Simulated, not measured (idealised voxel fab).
The following is a process module called voxel self aligned vias.
Displayed cross-section: cut, width of 260 nm, square cells sized 5 nm.
Cross-section spec: square-cell grid; bands listed top down; each band is one or more rows.
For a band, the entry starts with two heights in nm, that of the top and then that of the bottom, and carries on with the band's materials in order from left to right, each alongside its width in nm; the word "everywhere" beside a single material means it fills the band edge to edge, and "blank" means empty space.
Heads up on the height convention: 0 is the point under which the incoming wafer is all one material, and the lowest band has no bottom, it just keeps going down, like "from 0 down".
You'd read "30..40" like this: the band's top row of cells is as wide as the first number, its bottom row is as wide as the second, and going down, every row changes width by the same amount as the row before did.
"left unchanged" -> step changed no cross-section cell.
Closed empty spaces (no open way to the top) of 8 cells or more are what "Closed void catalog" lists, each as width x height at distance from the left edge, nm for all three.
That trailing text on a step's line, after the settings, is the simulator's own remark on the step.
overlay nm: right-of-plan distance of the mask on a masked step; negative values mean left-of-plan.

THIS SECTION LISTS THE PROCESS STEPS THAT WERE PLANNED
1 RECEIVE [material Si]
2 CONFORMAL_DEP [material SiO2] [thk nm 10]
3 CONFORMAL_DEP [material SiCN] [thk nm 5]
4 DIRECTIONAL_DEP [material lowk] [thk nm 30]
5 PATTERN [tone open] [mask id LINES] [material resist] [width nm 20] [pitch nm 50] [thk nm 20] [overlay nm 0]
6 DIRECTIONAL_ETCH [etch materials lowk] [depth nm 30]
7 STRIP [etch materials resist]
8 CONFORMAL_DEP [material TiN] [thk nm 5]
9 FILL_DEP [material W] [thk nm 10]
10 CMP [height nm 45]
11 SELECTIVE_ETCH [etch materials W Ru TiN] [depth nm 5]
12 FILL_DEP [material SiN] [thk nm 10]
13 CMP [height nm 45]
14 DIRECTIONAL_DEP [material lowk] [thk nm 20]
15 MASKED_ETCH [tone open] [mask id VIAS] [width nm 30] [etch materials lowk] [depth nm 20] [overlay nm 0]
16 MASKED_ETCH [tone open] [mask id VIAS] [width nm 30] [etch materials SiN] [depth nm 5] [overlay nm 0]
17 CONFORMAL_DEP [material TiN] [thk nm 5]
18 FILL_DEP [material Cu] [thk nm 5]
19 CMP [height nm 65]
20 CONFORMAL_DEP [material SiCN] [thk nm 5]

THIS IS THE CROSS-SECTION OF THE WAFER AS WE RECEIVED IT, I.E. AFTER STEP 1
> from 0 down = Si everywhere
> Closed void catalog: none

FIRST OF TWO WAFERS: CROSS-SECTION AT END OF MODULE, RUN PER PLAN
> from 70 to 65 = SiCN everywhere
> from 65 to 50 = lowk 90, TiN 5, Cu 20, TiN 5, lowk 140
> from 50 to 45 = lowk 90, TiN 10, Cu 10, TiN 10, lowk 140
> from 45 to 40 = lowk 95, TiN 20, lowk 30, SiN 20, lowk 95
> from 40 to 20 = lowk 95, TiN 5, W 10, TiN 5, lowk 30, TiN 5, W 10, TiN 5, lowk 95
> from 20 to 15 = lowk 95, TiN 20, lowk 30, TiN 20, lowk 95
> from 15 to 10 = SiCN everywhere
> from 10 to 0 = SiO2 everywhere
> from 0 down = Si everywhere
> Closed void catalog: none

THIS IS THE SECOND OF THE TWO WAFERS, CROSS-SECTIONED AT THE END OF THE MODULE; IT STARTED EXACTLY LIKE THE FIRST AND WAS GIVEN THE SAME PLAN, BUT IT WAS RUN WITH ONE MISTAKE
> from 70 to 65 = SiCN everywhere
> from 65 to 45 = lowk 90, TiN 5, lowk 20, TiN 5, lowk 140
> from 45 to 40 = lowk 95, SiN 20, lowk 30, SiN 20, lowk 95
> from 40 to 20 = lowk 95, TiN 5, W 10, TiN 5, lowk 30, TiN 5, W 10, TiN 5, lowk 95
> from 20 to 15 = lowk 95, TiN 20, lowk 30, TiN 20, lowk 95
> from 15 to 10 = SiCN everywhere
> from 10 to 0 = SiO2 everywhere
> from 0 down = Si everywhere
> Closed void catalog: none
What was done differently from what was planned? sequence error: steps 14 and 15 interchanged
FYI, end of process, the second wafer has more or fewer cells of some materials than the first: -14 Cu; +4 SiN; -6 TiN; +16 lowk
